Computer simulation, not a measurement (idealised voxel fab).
process module | voxel released beams
cross-section cut | 165 nm wide | cells 5 nm
A cross-section is a grid of square cells, given in bands from the top down. A band is one or more rows of cells.
Each band's line starts with the height of the band's top and of its bottom, in nm. Then come its materials from left to right, each with its width in nm. One material with "throughout" fills the band from edge to edge. "air" is empty space.
Height 0 is the level under which the wafer as received is all one material. The lowest band goes on downwards, as in "0 down".
A width such as "30 to 40" changes by the same amount from each row of cells to the next, from the band's top row to its bottom row.
"no change" after a step means that no cell of the cross-section changed.
closed voids: empty space of 8 cells or more with no open way to the top, each as width x height at its distance from the left edge, in nm
after a step's settings: what the simulator itself notes on the step
overlay nm, on a step with a mask: how far to the right of its planned place the mask lay; to the left if negative
plan
1 op RECEIVE | material Si
2 op CONFORMAL_DEP | material Al2O3 | thk nm 5
3 op DIRECTIONAL_DEP | material SiO2 | thk nm 20
4 op PATTERN | tone open | mask id ANCHOR | material resist | width nm 35 | thk nm 15 | overlay nm 0
5 op DIRECTIONAL_ETCH | etch materials SiO2 | depth nm 20
6 op STRIP | etch materials resist
7 op CONFORMAL_DEP | material W | thk nm 10
8 op DIRECTIONAL_DEP | material aC | thk nm 10
9 op PATTERN | tone cover | mask id BEAM | material resist | width nm 120 | thk nm 30 | overlay nm 0
10 op DIRECTIONAL_ETCH | etch materials aC | depth nm 10
11 op STRIP | etch materials resist
12 op DIRECTIONAL_ETCH | etch materials W | depth nm 10
13 op STRIP | etch materials aC
14 op STRIP | etch materials SiO2
as received, after step 1
  0 down: Si throughout
  closed voids: none
first wafer at the end, as planned
  35 to 25: air 20 | W 15 | air 15 | W 90 | air 25
  25 to 15: air 25 | W 10 | air 15 | W 10 | air 105
  15 to 5: air 25 | W 35 | air 105
  5 to 0: Al2O3 throughout
  0 down: Si throughout
  closed voids: none
second wafer at the end: like start, like plan, one mistake
  35 to 25: air 20 | W 10 | air 25 | W 85 | air 25
  25 to 15: air 20 | W 10 | air 25 | W 10 | air 100
  15 to 5: air 20 | W 45 | air 100
  5 to 0: Al2O3 throughout
  0 down: Si throughout
  closed voids: none
what went wrong: step 4 ran as: op PATTERN | tone open | mask id ANCHOR | material resist | width nm 45 | thk nm 15 | overlay nm 0
at the end the second wafer has, in cells: as many of each material as the first, in other places
